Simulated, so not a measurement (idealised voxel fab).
process module | voxel plated lines
cross-section cut | 225 nm wide | cells 5 nm
A cross-section is a grid of square cells, given in bands from the top down. A band is one or more rows of cells.
Each band's line starts with the height of the band's top and of its bottom, in nm. Then come its materials from left to right, each with its width in nm. One material with "throughout" fills the band from edge to edge. "air" is empty space.
Height 0 is the level under which the wafer as received is all one material. The lowest band goes on downwards, as in "0 down".
A width such as "30 to 40" changes by the same amount from each row of cells to the next, from the band's top row to its bottom row.
"no change" after a step means that no cell of the cross-section changed.
closed voids: empty space of 8 cells or more with no open way to the top, each as width x height at its distance from the left edge, in nm
after a step's settings: what the simulator itself notes on the step
overlay nm, on a step with a mask: how far to the right of its planned place the mask lay; to the left if negative
plan
1 op RECEIVE | material Si
2 op CONFORMAL_DEP | material Al2O3 | thk nm 15
3 op DIRECTIONAL_DEP | material TiN | thk nm 5
4 op PATTERN | tone open | mask id LINES | material resist | width nm 20 | pitch nm 45 | thk nm 30 | overlay nm 0
5 op EPI | material Ru | thk nm 5
6 op EPI | material Ru | thk nm 10
7 op STRIP | etch materials resist
8 op DIRECTIONAL_ETCH | etch materials TiN | depth nm 5
9 op CONFORMAL_DEP | material SiN | thk nm 5
as received, after step 1
  0 down: Si throughout
  closed voids: none
first wafer at the end, as planned
  40 to 35: air 30 | SiN 30 | air 15 | SiN 30 | air 15 | SiN 30 | air 15 | SiN 30 | air 30
  35 to 20: air 30 | SiN 5 | Ru 20 | SiN 5 | air 15 | SiN 5 | Ru 20 | SiN 5 | air 15 | SiN 5 | Ru 20 | SiN 5 | air 15 | SiN 5 | Ru 20 | SiN 5 | air 30
  20 to 15: SiN 35 | TiN 20 | SiN 25 | TiN 20 | SiN 25 | TiN 20 | SiN 25 | TiN 20 | SiN 35
  15 to 0: Al2O3 throughout
  0 down: Si throughout
  closed voids: none
second wafer at the end: like start, like plan, one mistake
  55 to 50: air 30 | SiN 30 | air 15 | SiN 30 | air 15 | SiN 30 | air 15 | SiN 30 | air 30
  50 to 35: air 30 | SiN 5 | Ru 20 | SiN 5 | air 15 | SiN 5 | Ru 20 | SiN 5 | air 15 | SiN 5 | Ru 20 | SiN 5 | air 15 | SiN 5 | Ru 20 | SiN 5 | air 30
  35 to 30: SiN 35 | TiN 20 | SiN 25 | TiN 20 | SiN 25 | TiN 20 | SiN 25 | TiN 20 | SiN 35
  30 to 0: Al2O3 throughout
  0 down: Si throughout
  closed voids: none
what went wrong: step 2 was run twice
at the end the second wafer has, in cells: 135 more of Al2O3
